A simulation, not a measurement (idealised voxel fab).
Herein follows the process module entitled voxel capacitor over wiring.
This is section cut - it's 200 nm across, gridded in 5 nm square cells.
Cross-section, as written here: a square-cell grid given band by band from the top down, where a band holds one or more rows of cells.
Basically the band line says how high the top is and how high the bottom is, in nm, and then what's in it from left to right, every material with its width in nm. Empty space shows up as "empty", and if a single material carries "edge to edge" it runs the full band edge to edge.
Height reference: 0 = level under which incoming wafer is all one material. Lowest band: no bottom, runs on downward, e.g. "0 and below".
The expression "30 to 40" gives the width at the extremes of the band, the first number at its top row of cells and the second at its bottom row, with the width changing by equal amounts from each row to the next in between.
When a step is marked "identical to before", none of the cells in the cross-section changed during that step.
Any empty space of 8 cells or more lacking an open way to the top shows up in "Completely sealed voids" as width x height at distance, distance from the left edge, in nm.
Whatever follows a step's settings on its line is a remark the simulator itself makes about that step.
overlay nm: on a step with a mask, how far right of its planned place the mask lay; negative means left.

## Intended process steps
| 1 | RECEIVE (material Si) |
| 2 | CONFORMAL_DEP (material SiO2; thk nm 15) |
| 3 | DIRECTIONAL_DEP (material TiN; thk nm 5) |
| 4 | DIRECTIONAL_DEP (material W; thk nm 20) |
| 5 | PATTERN (tone cover; mask id METAL_1; material resist; width nm 20; pitch nm 80; thk nm 15; overlay nm 0) |
| 6 | DIRECTIONAL_ETCH (etch materials W; depth nm 20) |
| 7 | DIRECTIONAL_ETCH (etch materials TiN; depth nm 5) |
| 8 | STRIP (etch materials resist) |
| 9 | CONFORMAL_DEP (material SiN; thk nm 5) |
| 10 | FILL_DEP (material lowk; thk nm 10) |
| 11 | CMP (height nm 40) |
| 12 | CONFORMAL_DEP (material SiCN; thk nm 5) |
| 13 | DIRECTIONAL_DEP (material SiO2; thk nm 20) |
| 14 | MASKED_ETCH (tone open; mask id PLUG_1; width nm 15; etch materials SiO2; depth nm 20; overlay nm 0) |
| 15 | MASKED_ETCH (tone open; mask id PLUG_1; width nm 15; etch materials SiCN; depth nm 5; overlay nm 0) |
| 16 | CONFORMAL_DEP (material TiN; thk nm 5) |
| 17 | FILL_DEP (material W; thk nm 10) |
| 18 | CMP (height nm 65) |
| 19 | DIRECTIONAL_DEP (material TiN; thk nm 5) |
| 20 | DIRECTIONAL_DEP (material Al2O3; thk nm 5) |
| 21 | DIRECTIONAL_DEP (material TiN; thk nm 10) |
| 22 | MASKED_ETCH (tone cover; mask id UPPER_PLATE; width nm 65; etch materials TiN; depth nm 10; overlay nm 0) |
| 23 | MASKED_ETCH (tone cover; mask id UPPER_PLATE; width nm 65; etch materials Al2O3; depth nm 5; overlay nm 0) |
| 24 | DIRECTIONAL_DEP (material aC; thk nm 15) |
| 25 | PATTERN (tone cover; mask id LOWER_PLATE; material resist; width nm 75; thk nm 35; overlay nm 0) |
| 26 | DIRECTIONAL_ETCH (etch materials aC; depth nm 15) |
| 27 | STRIP (etch materials resist) |
| 28 | DIRECTIONAL_ETCH (etch materials TiN; depth nm 5) |
| 29 | STRIP (etch materials aC) |
| 30 | FILL_DEP (material SiO2; thk nm 15) |
| 31 | CMP (height nm 95) |
| 32 | MASKED_ETCH (tone open; mask id PLUG_2; width nm 15; etch materials SiO2; depth nm 10; overlay nm 0) |
| 33 | CONFORMAL_DEP (material TiN; thk nm 5) |
| 34 | FILL_DEP (material W; thk nm 5) |
| 35 | CMP (height nm 95) |
| 36 | CONFORMAL_DEP (material SiN; thk nm 5) |

## Cross-section of the wafer upon arrival, representing the state reached after step 1
    0 and below | Si edge to edge
    Completely sealed voids: none

## Here's the cross-section of the first of our two wafers at the end of the module - it ran as planned
    100 down to 95 | SiN edge to edge
    95 down to 90 | SiO2=65 / TiN=5 / W=5 / TiN=5 / SiO2=120
    90 down to 85 | SiO2=65 / TiN=15 / SiO2=120
    85 down to 75 | SiO2=55 / TiN=65 / SiO2=80
    75 down to 70 | SiO2=55 / Al2O3=65 / SiO2=80
    70 down to 65 | SiO2=50 / TiN=75 / SiO2=75
    65 down to 45 | SiO2=55 / TiN=5 / W=5 / TiN=5 / SiO2=130
    45 down to 40 | SiCN=55 / TiN=15 / SiCN=130
    40 down to 20 | lowk=45 / SiN=5 / W=20 / SiN=5 / lowk=50 / SiN=5 / W=20 / SiN=5 / lowk=45
    20 down to 15 | SiN=50 / TiN=20 / SiN=60 / TiN=20 / SiN=50
    15 down to 0 | SiO2 edge to edge
    0 and below | Si edge to edge
    Completely sealed voids: none

## Here's the second of our two wafers sectioned at module end. Same start as the first, same plan, but one mistake got made running it
    100 down to 95 | SiN edge to edge
    95 down to 90 | SiO2=65 / TiN=5 / W=10 / TiN=5 / SiO2=115
    90 down to 85 | SiO2=65 / TiN=20 / SiO2=115
    85 down to 75 | SiO2=55 / TiN=65 / SiO2=80
    75 down to 70 | SiO2=55 / Al2O3=65 / SiO2=80
    70 down to 65 | SiO2=50 / TiN=75 / SiO2=75
    65 down to 45 | SiO2=55 / TiN=5 / W=5 / TiN=5 / SiO2=130
    45 down to 40 | SiCN=55 / TiN=15 / SiCN=130
    40 down to 20 | lowk=45 / SiN=5 / W=20 / SiN=5 / lowk=50 / SiN=5 / W=20 / SiN=5 / lowk=45
    20 down to 15 | SiN=50 / TiN=20 / SiN=60 / TiN=20 / SiN=50
    15 down to 0 | SiO2 edge to edge
    0 and below | Si edge to edge
    Completely sealed voids: none
Deviation noted in wafer processing: step 32 changed vs plan, executed as MASKED_ETCH (tone open; mask id PLUG_2; width nm 20; etch materials SiO2; depth nm 10; overlay nm 0)
End of process, cell counts, second wafer against first, materials with more or fewer: SiO2 -2, TiN +1, W +1
